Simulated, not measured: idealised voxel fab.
The name of this process module is voxel transistor to metal.
Section cut is 175 nm wide and gridded with 5 nm square cells.
Think of the cross-section as a grid of square cells. We describe it in bands, top to bottom, and each band covers one or more rows of those cells. A band entry consists of two parts. The first gives the height of the band's top and the height of its bottom, in nm. The rest lists the band's materials from left to right, each with its width in nm. A single material labelled with the word "edge to edge" fills the band from edge to edge, and the word "empty" marks empty space. Convention: height 0 is the level below which the wafer, as received, is all one material. The lowest band does not terminate at the bottom but continues downward, represented as "0 down". The notation "30..40" denotes a width that varies across the rows of cells in the band, beginning at the first number in the top row, finishing at the second number in the bottom row, and changing by an identical amount from each row to the next. Step marked "no change occurred"? Then no cell in the cross-section changed in it. Entry "Unvented voids" = empty spaces >= 8 cells with no open way to the top; each as width x height at distance, distance from left edge, all nm. What comes after the settings on a step's line is commentary from the simulator itself on that step. overlay nm: for a step with a mask, the amount by which the mask lay right of where it was planned; a negative amount means left of it.

## Planned process steps
1,RECEIVE (material Si)
2,OXIDIZE (depth nm 5)
3,CONFORMAL_DEP (material SiN; thk nm 10)
4,DIRECTIONAL_DEP (material aC; thk nm 10)
5,PATTERN (tone cover; mask id ACTIVE; material resist; width nm 105; thk nm 30; overlay nm 0)
6,DIRECTIONAL_ETCH (etch materials aC; depth nm 10)
7,STRIP (etch materials resist)
8,DIRECTIONAL_ETCH (etch materials SiN; depth nm 10)
9,DIRECTIONAL_ETCH (etch materials SiO2; depth nm 5)
10,DIRECTIONAL_ETCH (etch materials Si; depth nm 25)
11,STRIP (etch materials aC)
12,FILL_DEP (material SiO2; thk nm 15)
13,CMP (height nm 10)
14,SELECTIVE_ETCH (etch materials SiO2; depth nm 5)
15,STRIP (etch materials SiN)
16,SELECTIVE_ETCH (etch materials SiO2; depth nm 5)
17,OXIDIZE (depth nm 5)
18,DIRECTIONAL_DEP (material polySi; thk nm 30)
19,DIRECTIONAL_DEP (material SiCN; thk nm 15)
20,PATTERN (tone cover; mask id GATE; material resist; width nm 15; thk nm 20; overlay nm 0)
21,DIRECTIONAL_ETCH (etch materials SiCN; depth nm 25)
22,DIRECTIONAL_ETCH (etch materials polySi; depth nm 40)
23,STRIP (etch materials resist)
24,CONFORMAL_DEP (material SiO2; thk nm 5)
25,DIRECTIONAL_ETCH (etch materials SiO2; depth nm 5)
26,CONFORMAL_DEP (material SiN; thk nm 10)
27,DIRECTIONAL_ETCH (etch materials SiN; depth nm 10)
28,DIRECTIONAL_ETCH (etch materials SiO2; depth nm 5)
29,DIRECTIONAL_ETCH (etch materials Si; depth nm 15)
30,EPI (material pSi; thk nm 20)
31,FILL_DEP (material SiO2; thk nm 5)
32,CMP (height nm 40)
33,DIRECTIONAL_DEP (material SiO2; thk nm 15)
34,PATTERN (tone open; mask id CONTACT; material resist; width nm 20; pitch nm 65; thk nm 20; overlay nm 0)
35,DIRECTIONAL_ETCH (etch materials SiO2; depth nm 45)
36,STRIP (etch materials resist)
37,CONFORMAL_DEP (material TiN; thk nm 5)
38,FILL_DEP (material Ru; thk nm 5)
39,CMP (height nm 55)
40,DIRECTIONAL_DEP (material TiN; thk nm 5)
41,DIRECTIONAL_DEP (material Ru; thk nm 25)
42,PATTERN (tone cover; mask id METAL_1; material resist; width nm 20; pitch nm 65; thk nm 20; overlay nm 0)
43,DIRECTIONAL_ETCH (etch materials Ru; depth nm 25)
44,DIRECTIONAL_ETCH (etch materials TiN; depth nm 5)
45,STRIP (etch materials resist)
46,FILL_DEP (material SiO2; thk nm 5)
47,CMP (height nm 85)
48,CONFORMAL_DEP (material SiN; thk nm 5)

## Run as planned: first of two wafers

## as received, after step 1
	0 down: Si edge to edge
	Unvented voids: none

## So this is the wafer cross-section right after step 2
	0 to -5: SiO2 edge to edge
	Beneath the level -5, the cross-section is identical to its previous state.

## So this is the wafer cross-section right after step 3
	10 to 0: SiN edge to edge
	Beneath the level 0, the cross-section is identical to its previous state.

## So this is the wafer cross-section right after step 4
	20 to 10: aC edge to edge
	Beneath the level 10, the cross-section is identical to its previous state.

## So this is the wafer cross-section right after step 5
	50 to 20: 35 of empty, 105 of resist, 35 of empty
	Beneath the level 20, the cross-section is identical to its previous state.

## So this is the wafer cross-section right after step 6
	40 to 20: 35 of empty, 105 of resist, 35 of empty
	20 to 10: 35 of empty, 105 of aC, 35 of empty
	Beneath the level 10, the cross-section is identical to its previous state.

## So this is the wafer cross-section right after step 7
	20 to 10: 35 of empty, 105 of aC, 35 of empty
	Beneath the level 10, the cross-section is identical to its previous state.

## So this is the wafer cross-section right after step 8
	20 to 10: 35 of empty, 105 of aC, 35 of empty
	10 to 0: 35 of empty, 105 of SiN, 35 of empty
	Beneath the level 0, the cross-section is identical to its previous state.

## So this is the wafer cross-section right after step 9
	20 to 10: 35 of empty, 105 of aC, 35 of empty
	10 to 0: 35 of empty, 105 of SiN, 35 of empty
	0 to -5: 35 of empty, 105 of SiO2, 35 of empty
	Beneath the level -5, the cross-section is identical to its previous state.

## So this is the wafer cross-section right after step 10
	20 to 10: 35 of empty, 105 of aC, 35 of empty
	10 to 0: 35 of empty, 105 of SiN, 35 of empty
	0 to -5: 35 of empty, 105 of SiO2, 35 of empty
	-5 to -30: 35 of empty, 105 of Si, 35 of empty
	Beneath the level -30, the cross-section is identical to its previous state.

## So this is the wafer cross-section right after step 11
	10 to 0: 35 of empty, 105 of SiN, 35 of empty
	Beneath the level 0, the cross-section is identical to its previous state.

## So this is the wafer cross-section right after step 12
	25 to 10: SiO2 edge to edge
	10 to 0: 35 of SiO2, 105 of SiN, 35 of SiO2
	0 to -5: SiO2 edge to edge
	-5 to -30: 35 of SiO2, 105 of Si, 35 of SiO2
	Beneath the level -30, the cross-section is identical to its previous state.

## So this is the wafer cross-section right after step 13
	10 to 0: 35 of SiO2, 105 of SiN, 35 of SiO2
	Beneath the level 0, the cross-section is identical to its previous state.

## So this is the wafer cross-section right after step 14
	10 to 5: 35 of empty, 105 of SiN, 35 of empty
	Beneath the level 5, the cross-section is identical to its previous state.

## So this is the wafer cross-section right after step 15
	5 to 0: 35 of SiO2, 105 of empty, 35 of SiO2
	Beneath the level 0, the cross-section is identical to its previous state.

## So this is the wafer cross-section right after step 16
	0 to -5: 30 of SiO2, 115 of empty, 30 of SiO2
	Beneath the level -5, the cross-section is identical to its previous state.

## So this is the wafer cross-section right after step 17
	0 to -5: 30 of SiO2, 115 of empty, 30 of SiO2
	-5 to -10: SiO2 edge to edge
	Beneath the level -10, the cross-section is identical to its previous state.

## So this is the wafer cross-section right after step 18
	30 to 25: 30 of polySi, 115 of empty, 30 of polySi
	25 to 0: polySi edge to edge
	0 to -5: 30 of SiO2, 115 of polySi, 30 of SiO2
	Beneath the level -5, the cross-section is identical to its previous state.

## So this is the wafer cross-section right after step 19
	45 to 40: 30 of SiCN, 115 of empty, 30 of SiCN
	40 to 30: SiCN edge to edge
	30 to 25: 30 of polySi, 115 of SiCN, 30 of polySi
	Beneath the level 25, the cross-section is identical to its previous state.

## So this is the wafer cross-section right after step 20
	65 to 45: 80 of empty, 15 of resist, 80 of empty
	45 to 40: 30 of SiCN, 50 of empty, 15 of resist, 50 of empty, 30 of SiCN
	Beneath the level 40, the cross-section is identical to its previous state.

## So this is the wafer cross-section right after step 21
	65 to 40: 80 of empty, 15 of resist, 80 of empty
	40 to 30: 80 of empty, 15 of SiCN, 80 of empty
	30 to 25: 30 of polySi, 50 of empty, 15 of SiCN, 50 of empty, 30 of polySi
	Beneath the level 25, the cross-section is identical to its previous state.

## So this is the wafer cross-section right after step 22
	65 to 40: 80 of empty, 15 of resist, 80 of empty
	40 to 25: 80 of empty, 15 of SiCN, 80 of empty
	25 to 0: 80 of empty, 15 of polySi, 80 of empty
	0 to -5: 30 of SiO2, 50 of empty, 15 of polySi, 50 of empty, 30 of SiO2
	Beneath the level -5, the cross-section is identical to its previous state.

## So this is the wafer cross-section right after step 23
	40 to 25: 80 of empty, 15 of SiCN, 80 of empty
	Beneath the level 25, the cross-section is identical to its previous state.

## So this is the wafer cross-section right after step 24
	45 to 40: 75 of empty, 25 of SiO2, 75 of empty
	40 to 25: 75 of empty, 5 of SiO2, 15 of SiCN, 5 of SiO2, 75 of empty
	25 to 5: 75 of empty, 5 of SiO2, 15 of polySi, 5 of SiO2, 75 of empty
	5 to 0: 35 of SiO2, 40 of empty, 5 of SiO2, 15 of polySi, 5 of SiO2, 40 of empty, 35 of SiO2
	0 to -5: 80 of SiO2, 15 of polySi, 80 of SiO2
	Beneath the level -5, the cross-section is identical to its previous state.

## So this is the wafer cross-section right after step 25
	40 to 25: 75 of empty, 5 of SiO2, 15 of SiCN, 5 of SiO2, 75 of empty
	25 to 0: 75 of empty, 5 of SiO2, 15 of polySi, 5 of SiO2, 75 of empty
	0 to -5: 35 of SiO2, 40 of empty, 5 of SiO2, 15 of polySi, 5 of SiO2, 40 of empty, 35 of SiO2
	Beneath the level -5, the cross-section is identical to its previous state.

## So this is the wafer cross-section right after step 26
	50 to 40: 65 of empty, 45 of SiN, 65 of empty
	40 to 25: 65 of empty, 10 of SiN, 5 of SiO2, 15 of SiCN, 5 of SiO2, 10 of SiN, 65 of empty
	25 to 10: 65 of empty, 10 of SiN, 5 of SiO2, 15 of polySi, 5 of SiO2, 10 of SiN, 65 of empty
	10 to 5: 45 of SiN, 20 of empty, 10 of SiN, 5 of SiO2, 15 of polySi, 5 of SiO2, 10 of SiN, 20 of empty, 45 of SiN
	5 to 0: 75 of SiN, 5 of SiO2, 15 of polySi, 5 of SiO2, 75 of SiN
	0 to -5: 35 of SiO2, 40 of SiN, 5 of SiO2, 15 of polySi, 5 of SiO2, 40 of SiN, 35 of SiO2
	Beneath the level -5, the cross-section is identical to its previous state.

## So this is the wafer cross-section right after step 27
	40 to 25: 65 of empty, 10 of SiN, 5 of SiO2, 15 of SiCN, 5 of SiO2, 10 of SiN, 65 of empty
	25 to 0: 65 of empty, 10 of SiN, 5 of SiO2, 15 of polySi, 5 of SiO2, 10 of SiN, 65 of empty
	0 to -5: 35 of SiO2, 10 of SiN, 20 of empty, 10 of SiN, 5 of SiO2, 15 of polySi, 5 of SiO2, 10 of SiN, 20 of empty, 10 of SiN, 35 of SiO2
	Beneath the level -5, the cross-section is identical to its previous state.

## So this is the wafer cross-section right after step 28
	40 to 35: 65 of empty, 10 of SiN, 5 of empty, 15 of SiCN, 5 of empty, 10 of SiN, 65 of empty
	35 to 25: 65 of empty, 10 of SiN, 5 of SiO2, 15 of SiCN, 5 of SiO2, 10 of SiN, 65 of empty
	25 to 0: 65 of empty, 10 of SiN, 5 of SiO2, 15 of polySi, 5 of SiO2, 10 of SiN, 65 of empty
	0 to -5: 35 of empty, 10 of SiN, 20 of empty, 10 of SiN, 5 of SiO2, 15 of polySi, 5 of SiO2, 10 of SiN, 20 of empty, 10 of SiN, 35 of empty
	-5 to -10: 45 of SiO2, 20 of empty, 45 of SiO2, 20 of empty, 45 of SiO2
	Beneath the level -10, the cross-section is identical to its previous state.

## So this is the wafer cross-section right after step 29
	40 to 35: 65 of empty, 10 of SiN, 5 of empty, 15 of SiCN, 5 of empty, 10 of SiN, 65 of empty
	35 to 25: 65 of empty, 10 of SiN, 5 of SiO2, 15 of SiCN, 5 of SiO2, 10 of SiN, 65 of empty
	25 to 0: 65 of empty, 10 of SiN, 5 of SiO2, 15 of polySi, 5 of SiO2, 10 of SiN, 65 of empty
	0 to -5: 35 of empty, 10 of SiN, 20 of empty, 10 of SiN, 5 of SiO2, 15 of polySi, 5 of SiO2, 10 of SiN, 20 of empty, 10 of SiN, 35 of empty
	-5 to -10: 45 of SiO2, 20 of empty, 45 of SiO2, 20 of empty, 45 of SiO2
	-10 to -25: 35 of SiO2, 10 of Si, 20 of empty, 45 of Si, 20 of empty, 10 of Si, 35 of SiO2
	Beneath the level -25, the cross-section is identical to its previous state.

## So this is the wafer cross-section right after step 30
	40 to 35: 65 of empty, 10 of SiN, 5 of empty, 15 of SiCN, 5 of empty, 10 of SiN, 65 of empty
	35 to 25: 65 of empty, 10 of SiN, 5 of SiO2, 15 of SiCN, 5 of SiO2, 10 of SiN, 65 of empty
	25 to 10: 65 of empty, 10 of SiN, 5 of SiO2, 15 of polySi, 5 of SiO2, 10 of SiN, 65 of empty
	10 to 0: 35 of empty, 30 of pSi, 10 of SiN, 5 of SiO2, 15 of polySi, 5 of SiO2, 10 of SiN, 30 of pSi, 35 of empty
	0 to -5: 35 of empty, 10 of SiN, 20 of pSi, 10 of SiN, 5 of SiO2, 15 of polySi, 5 of SiO2, 10 of SiN, 20 of pSi, 10 of SiN, 35 of empty
	-5 to -10: 45 of SiO2, 20 of pSi, 45 of SiO2, 20 of pSi, 45 of SiO2
	-10 to -25: 35 of SiO2, 10 of Si, 20 of pSi, 45 of Si, 20 of pSi, 10 of Si, 35 of SiO2
	Beneath the level -25, the cross-section is identical to its previous state.

## So this is the wafer cross-section right after step 31
	45 to 40: SiO2 edge to edge
	40 to 25: 65 of SiO2, 10 of SiN, 5 of SiO2, 15 of SiCN, 5 of SiO2, 10 of SiN, 65 of SiO2
	25 to 10: 65 of SiO2, 10 of SiN, 5 of SiO2, 15 of polySi, 5 of SiO2, 10 of SiN, 65 of SiO2
	10 to 0: 35 of SiO2, 30 of pSi, 10 of SiN, 5 of SiO2, 15 of polySi, 5 of SiO2, 10 of SiN, 30 of pSi, 35 of SiO2
	0 to -5: 35 of SiO2, 10 of SiN, 20 of pSi, 10 of SiN, 5 of SiO2, 15 of polySi, 5 of SiO2, 10 of SiN, 20 of pSi, 10 of SiN, 35 of SiO2
	Beneath the level -5, the cross-section is identical to its previous state.

## So this is the wafer cross-section right after step 32
	40 to 25: 65 of SiO2, 10 of SiN, 5 of SiO2, 15 of SiCN, 5 of SiO2, 10 of SiN, 65 of SiO2
	Beneath the level 25, the cross-section is identical to its previous state.

## So this is the wafer cross-section right after step 33
	55 to 40: SiO2 edge to edge
	Beneath the level 40, the cross-section is identical to its previous state.

## So this is the wafer cross-section right after step 34
	75 to 55: 45 of resist, 20 of empty, 45 of resist, 20 of empty, 45 of resist
	Beneath the level 55, the cross-section is identical to its previous state.

## So this is the wafer cross-section right after step 35
	75 to 55: 45 of resist, 20 of empty, 45 of resist, 20 of empty, 45 of resist
	55 to 40: 45 of SiO2, 20 of empty, 45 of SiO2, 20 of empty, 45 of SiO2
	40 to 25: 45 of SiO2, 20 of empty, 10 of SiN, 5 of SiO2, 15 of SiCN, 5 of SiO2, 10 of SiN, 20 of empty, 45 of SiO2
	25 to 10: 45 of SiO2, 20 of empty, 10 of SiN, 5 of SiO2, 15 of polySi, 5 of SiO2, 10 of SiN, 20 of empty, 45 of SiO2
	Beneath the level 10, the cross-section is identical to its previous state.

## So this is the wafer cross-section right after step 36
	55 to 40: 45 of SiO2, 20 of empty, 45 of SiO2, 20 of empty, 45 of SiO2
	Beneath the level 40, the cross-section is identical to its previous state.

## So this is the wafer cross-section right after step 37
	60 to 55: 50 of TiN, 10 of empty, 55 of TiN, 10 of empty, 50 of TiN
	55 to 40: 45 of SiO2, 5 of TiN, 10 of empty, 5 of TiN, 45 of SiO2, 5 of TiN, 10 of empty, 5 of TiN, 45 of SiO2
	40 to 25: 45 of SiO2, 5 of TiN, 10 of empty, 5 of TiN, 10 of SiN, 5 of SiO2, 15 of SiCN, 5 of SiO2, 10 of SiN, 5 of TiN, 10 of empty, 5 of TiN, 45 of SiO2
	25 to 15: 45 of SiO2, 5 of TiN, 10 of empty, 5 of TiN, 10 of SiN, 5 of SiO2, 15 of polySi, 5 of SiO2, 10 of SiN, 5 of TiN, 10 of empty, 5 of TiN, 45 of SiO2
	15 to 10: 45 of SiO2, 20 of TiN, 10 of SiN, 5 of SiO2, 15 of polySi, 5 of SiO2, 10 of SiN, 20 of TiN, 45 of SiO2
	Beneath the level 10, the cross-section is identical to its previous state.

## So this is the wafer cross-section right after step 38
	65 to 60: Ru edge to edge
	60 to 55: 50 of TiN, 10 of Ru, 55 of TiN, 10 of Ru, 50 of TiN
	55 to 40: 45 of SiO2, 5 of TiN, 10 of Ru, 5 of TiN, 45 of SiO2, 5 of TiN, 10 of Ru, 5 of TiN, 45 of SiO2
	40 to 25: 45 of SiO2, 5 of TiN, 10 of Ru, 5 of TiN, 10 of SiN, 5 of SiO2, 15 of SiCN, 5 of SiO2, 10 of SiN, 5 of TiN, 10 of Ru, 5 of TiN, 45 of SiO2
	25 to 15: 45 of SiO2, 5 of TiN, 10 of Ru, 5 of TiN, 10 of SiN, 5 of SiO2, 15 of polySi, 5 of SiO2, 10 of SiN, 5 of TiN, 10 of Ru, 5 of TiN, 45 of SiO2
	Beneath the level 15, the cross-section is identical to its previous state.

## So this is the wafer cross-section right after step 39
	55 to 40: 45 of SiO2, 5 of TiN, 10 of Ru, 5 of TiN, 45 of SiO2, 5 of TiN, 10 of Ru, 5 of TiN, 45 of SiO2
	Beneath the level 40, the cross-section is identical to its previous state.

## So this is the wafer cross-section right after step 40
	60 to 55: TiN edge to edge
	Beneath the level 55, the cross-section is identical to its previous state.

## So this is the wafer cross-section right after step 41
	85 to 60: Ru edge to edge
	Beneath the level 60, the cross-section is identical to its previous state.

## So this is the wafer cross-section right after step 42
	105 to 85: 45 of empty, 20 of resist, 45 of empty, 20 of resist, 45 of empty
	Beneath the level 85, the cross-section is identical to its previous state.

## So this is the wafer cross-section right after step 43
	105 to 85: 45 of empty, 20 of resist, 45 of empty, 20 of resist, 45 of empty
	85 to 60: 45 of empty, 20 of Ru, 45 of empty, 20 of Ru, 45 of empty
	Beneath the level 60, the cross-section is identical to its previous state.

## So this is the wafer cross-section right after step 44
	105 to 85: 45 of empty, 20 of resist, 45 of empty, 20 of resist, 45 of empty
	85 to 60: 45 of empty, 20 of Ru, 45 of empty, 20 of Ru, 45 of empty
	60 to 55: 45 of empty, 20 of TiN, 45 of empty, 20 of TiN, 45 of empty
	Beneath the level 55, the cross-section is identical to its previous state.

## So this is the wafer cross-section right after step 45
	85 to 60: 45 of empty, 20 of Ru, 45 of empty, 20 of Ru, 45 of empty
	Beneath the level 60, the cross-section is identical to its previous state.

## So this is the wafer cross-section right after step 46
	90 to 85: SiO2 edge to edge
	85 to 60: 45 of SiO2, 20 of Ru, 45 of SiO2, 20 of Ru, 45 of SiO2
	60 to 55: 45 of SiO2, 20 of TiN, 45 of SiO2, 20 of TiN, 45 of SiO2
	Beneath the level 55, the cross-section is identical to its previous state.

## So this is the wafer cross-section right after step 47
	85 to 60: 45 of SiO2, 20 of Ru, 45 of SiO2, 20 of Ru, 45 of SiO2
	Beneath the level 60, the cross-section is identical to its previous state.

## So this is the wafer cross-section right after step 48
	90 to 85: SiN edge to edge
	Beneath the level 85, the cross-section is identical to its previous state.

## Second wafer. Start and plan as for the first. One mistake made in running. Agrees with the first up to and including step 33

## Look at the second wafer in cross-section at the time step 34 ought to have finished
	75 to 55: 50 of resist, 15 of empty, 50 of resist, 15 of empty, 45 of resist
	Beneath the level 55, the cross-section is identical to its previous state.

## Look at the second wafer in cross-section at the time step 35 ought to have finished
	75 to 55: 50 of resist, 15 of empty, 50 of resist, 15 of empty, 45 of resist
	55 to 40: 50 of SiO2, 15 of empty, 50 of SiO2, 15 of empty, 45 of SiO2
	40 to 25: 50 of SiO2, 15 of empty, 10 of SiN, 5 of SiO2, 15 of SiCN, 5 of SiO2, 10 of SiN, 5 of SiO2, 15 of empty, 45 of SiO2
	25 to 10: 50 of SiO2, 15 of empty, 10 of SiN, 5 of SiO2, 15 of polySi, 5 of SiO2, 10 of SiN, 5 of SiO2, 15 of empty, 45 of SiO2
	Beneath the level 10, the cross-section is identical to its previous state.

## Look at the second wafer in cross-section at the time step 36 ought to have finished
	55 to 40: 50 of SiO2, 15 of empty, 50 of SiO2, 15 of empty, 45 of SiO2
	Beneath the level 40, the cross-section is identical to its previous state.

## Look at the second wafer in cross-section at the time step 37 ought to have finished
	60 to 55: 55 of TiN, 5 of empty, 60 of TiN, 5 of empty, 50 of TiN
	55 to 40: 50 of SiO2, 5 of TiN, 5 of empty, 5 of TiN, 50 of SiO2, 5 of TiN, 5 of empty, 5 of TiN, 45 of SiO2
	40 to 25: 50 of SiO2, 5 of TiN, 5 of empty, 5 of TiN, 10 of SiN, 5 of SiO2, 15 of SiCN, 5 of SiO2, 10 of SiN, 5 of SiO2, 5 of TiN, 5 of empty, 5 of TiN, 45 of SiO2
	25 to 15: 50 of SiO2, 5 of TiN, 5 of empty, 5 of TiN, 10 of SiN, 5 of SiO2, 15 of polySi, 5 of SiO2, 10 of SiN, 5 of SiO2, 5 of TiN, 5 of empty, 5 of TiN, 45 of SiO2
	15 to 10: 50 of SiO2, 15 of TiN, 10 of SiN, 5 of SiO2, 15 of polySi, 5 of SiO2, 10 of SiN, 5 of SiO2, 15 of TiN, 45 of SiO2
	Beneath the level 10, the cross-section is identical to its previous state.

## Look at the second wafer in cross-section at the time step 38 ought to have finished
	65 to 60: Ru edge to edge
	60 to 55: 55 of TiN, 5 of Ru, 60 of TiN, 5 of Ru, 50 of TiN
	55 to 40: 50 of SiO2, 5 of TiN, 5 of Ru, 5 of TiN, 50 of SiO2, 5 of TiN, 5 of Ru, 5 of TiN, 45 of SiO2
	40 to 25: 50 of SiO2, 5 of TiN, 5 of Ru, 5 of TiN, 10 of SiN, 5 of SiO2, 15 of SiCN, 5 of SiO2, 10 of SiN, 5 of SiO2, 5 of TiN, 5 of Ru, 5 of TiN, 45 of SiO2
	25 to 15: 50 of SiO2, 5 of TiN, 5 of Ru, 5 of TiN, 10 of SiN, 5 of SiO2, 15 of polySi, 5 of SiO2, 10 of SiN, 5 of SiO2, 5 of TiN, 5 of Ru, 5 of TiN, 45 of SiO2
	Beneath the level 15, the cross-section is identical to its previous state.

## Look at the second wafer in cross-section at the time step 39 ought to have finished
	55 to 40: 50 of SiO2, 5 of TiN, 5 of Ru, 5 of TiN, 50 of SiO2, 5 of TiN, 5 of Ru, 5 of TiN, 45 of SiO2
	Beneath the level 40, the cross-section is identical to its previous state.

## Look at the second wafer in cross-section at the time step 40 ought to have finished
	60 to 55: TiN edge to edge
	Beneath the level 55, the cross-section is identical to its previous state.

## Look at the second wafer in cross-section at the time step 41 ought to have finished
	85 to 60: Ru edge to edge
	Beneath the level 60, the cross-section is identical to its previous state.

## Look at the second wafer in cross-section at the time step 42 ought to have finished
	105 to 85: 45 of empty, 20 of resist, 45 of empty, 20 of resist, 45 of empty
	Beneath the level 85, the cross-section is identical to its previous state.

## Look at the second wafer in cross-section at the time step 43 ought to have finished
	105 to 85: 45 of empty, 20 of resist, 45 of empty, 20 of resist, 45 of empty
	85 to 60: 45 of empty, 20 of Ru, 45 of empty, 20 of Ru, 45 of empty
	Beneath the level 60, the cross-section is identical to its previous state.

## Look at the second wafer in cross-section at the time step 44 ought to have finished
	105 to 85: 45 of empty, 20 of resist, 45 of empty, 20 of resist, 45 of empty
	85 to 60: 45 of empty, 20 of Ru, 45 of empty, 20 of Ru, 45 of empty
	60 to 55: 45 of empty, 20 of TiN, 45 of empty, 20 of TiN, 45 of empty
	Beneath the level 55, the cross-section is identical to its previous state.

## Look at the second wafer in cross-section at the time step 45 ought to have finished
	85 to 60: 45 of empty, 20 of Ru, 45 of empty, 20 of Ru, 45 of empty
	Beneath the level 60, the cross-section is identical to its previous state.

## Look at the second wafer in cross-section at the time step 46 ought to have finished
	90 to 85: SiO2 edge to edge
	85 to 60: 45 of SiO2, 20 of Ru, 45 of SiO2, 20 of Ru, 45 of SiO2
	60 to 55: 45 of SiO2, 20 of TiN, 45 of SiO2, 20 of TiN, 45 of SiO2
	Beneath the level 55, the cross-section is identical to its previous state.

## Look at the second wafer in cross-section at the time step 47 ought to have finished
	85 to 60: 45 of SiO2, 20 of Ru, 45 of SiO2, 20 of Ru, 45 of SiO2
	Beneath the level 60, the cross-section is identical to its previous state.

## Look at the second wafer in cross-section at the time step 48 ought to have finished
	90 to 85: SiN edge to edge
	Beneath the level 85, the cross-section is identical to its previous state.
What was the processing mistake? rather than as planned, step 34 actually ran as PATTERN (tone open; mask id CONTACT; material resist; width nm 15; pitch nm 65; thk nm 20; overlay nm 0)
Final tally in cells, some materials are higher or lower on the second wafer than on the first: 16 fewer of Ru, 18 more of SiO2, 2 fewer of TiN
